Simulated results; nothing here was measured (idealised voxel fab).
process module | voxel self aligned contacts
cross-section cut | 280 nm wide | cells 5 nm
A cross-section is a grid of square cells, given in bands from the top down. A band is one or more rows of cells.
Each band's line starts with the height of the band's top and of its bottom, in nm. Then come its materials from left to right, each with its width in nm. One material with "throughout" fills the band from edge to edge. "air" is empty space.
Height 0 is the level under which the wafer as received is all one material. The lowest band goes on downwards, as in "0 down".
A width such as "30 to 40" changes by the same amount from each row of cells to the next, from the band's top row to its bottom row.
"no change" after a step means that no cell of the cross-section changed.
closed voids: empty space of 8 cells or more with no open way to the top, each as width x height at its distance from the left edge, in nm
after a step's settings: what the simulator itself notes on the step
overlay nm, on a step with a mask: how far to the right of its planned place the mask lay; to the left if negative
plan
1 op RECEIVE | material Si
2 op OXIDIZE | depth nm 5
3 op DIRECTIONAL_DEP | material polySi | thk nm 20
4 op DIRECTIONAL_DEP | material SiN | thk nm 25
5 op DIRECTIONAL_DEP | material aC | thk nm 10
6 op PATTERN | tone cover | mask id GATE | material resist | width nm 30 | pitch nm 75 | thk nm 25 | overlay nm 0
7 op DIRECTIONAL_ETCH | etch materials aC | depth nm 10
8 op STRIP | etch materials resist
9 op DIRECTIONAL_ETCH | etch materials SiN | depth nm 25
10 op DIRECTIONAL_ETCH | etch materials polySi | depth nm 20
11 op STRIP | etch materials aC
12 op CONFORMAL_DEP | material SiN | thk nm 10
13 op DIRECTIONAL_ETCH | etch materials SiN | depth nm 10
14 op FILL_DEP | material SiO2 | thk nm 15
15 op CMP | height nm 55
16 op PATTERN | tone open | mask id CONTACT | material resist | width nm 55 | thk nm 15 | overlay nm 0
17 op DIRECTIONAL_ETCH | etch materials SiO2 | depth nm 60
18 op STRIP | etch materials resist
19 op CONFORMAL_DEP | material TiN | thk nm 5
20 op FILL_DEP | material W | thk nm 10
21 op CMP | height nm 55
22 op CONFORMAL_DEP | material SiCN | thk nm 5
as received, after step 1
  0 down: Si throughout
  closed voids: none
first wafer at the end, as planned
  60 to 55: SiCN throughout
  55 to 45: SiO2 110 | TiN 5 to 20 | W 45 to 15 | TiN 5 to 20 | SiO2 115
  45 to 20: SiO2 75 | SiN 50 | TiN 5 | W 15 | TiN 5 | SiN 50 | SiO2 80
  20 to 0: SiO2 75 | SiN 10 | polySi 30 | SiN 10 | TiN 5 | W 15 | TiN 5 | SiN 10 | polySi 30 | SiN 10 | SiO2 80
  0 to -5: SiO2 125 | TiN 25 | SiO2 130
  -5 down: Si throughout
  closed voids: none
second wafer at the end: like start, like plan, one mistake
  60 to 55: SiCN throughout
  55 to 45: SiO2 110 | TiN 5 to 15 | W 45 to 15 | TiN 5 to 25 | SiO2 115
  45 to 20: SiO2 70 | SiN 50 | TiN 5 | W 15 | TiN 5 | SiN 50 | SiO2 85
  20 to 0: SiO2 70 | SiN 10 | polySi 30 | SiN 10 | TiN 5 | W 15 | TiN 5 | SiN 10 | polySi 30 | SiN 10 | SiO2 85
  0 to -5: SiO2 120 | TiN 25 | SiO2 135
  -5 down: Si throughout
  closed voids: none
what went wrong: step 6 ran as: op PATTERN | tone cover | mask id GATE | material resist | width nm 30 | pitch nm 75 | thk nm 25 | overlay nm -5
at the end the second wafer has, in cells: as many of each material as the first, in other places
